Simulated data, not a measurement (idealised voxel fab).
A process module follows: voxel local oxidation.
Shown is cross-section cut, with a width of 175 nm and square cells of size 5 nm.
Cross-section spec: square-cell grid; bands listed top down; each band is one or more rows.
Top height, bottom height, nm. Materials left to right, width each, nm. Single material + "throughout" = fills band edge to edge. "empty" = empty.
Measure heights from 0. That's the level where, below it, the as-received wafer is all one material. The lowest band is bottomless and extends downward; write it as in "0 down".
Width "30 to 40": first value at the band's top row of cells, second value at its bottom row, equal change from row to row.
When a step is marked "left unchanged", none of the cells in the cross-section changed during that step.
Any empty space of 8 cells or more lacking an open way to the top shows up in "Fully sealed voids" as width x height at distance, distance from the left edge, in nm.
Text after the settings on a step's line: the simulator's own remark on that step.
overlay nm: mask right of planned place by this much (step with mask). Neg. = left.

PLAN
1) RECEIVE with material Si
2) OXIDIZE with depth nm 5
3) CONFORMAL_DEP with material SiN, thk nm 15
4) PATTERN with tone cover, mask id ACTIVE, material resist, width nm 100, thk nm 15, overlay nm 0
5) DIRECTIONAL_ETCH with etch materials SiN, depth nm 15
6) STRIP with etch materials resist
7) SELECTIVE_ETCH with etch materials SiO2, depth nm 5
8) OXIDIZE with depth nm 10
9) STRIP with etch materials SiN

WAFER AT RECEIPT (POST STEP 1), CROSS-SECTION
* 0 down = Si throughout
* Fully sealed voids: none

BELOW IS THE WAFER IN CROSS-SECTION AFTER THE MODULE WAS COMPLETED. IT BEGAN FROM THE STARTING POINT SHOWN ABOVE AND FOLLOWED THE PLAN SHOWN ABOVE, EXCEPT THAT ONE MISTAKE WAS MADE WHILE RUNNING IT
* 0 to -5 = empty=35; SiO2=90; empty=50
* -5 to -15 = SiO2=45; Si=70; SiO2=60
* -15 down = Si throughout
* Fully sealed voids: none
Want to know what went wrong? step 4 ran as: PATTERN with tone cover, mask id ACTIVE, material resist, width nm 100, thk nm 15, overlay nm -5
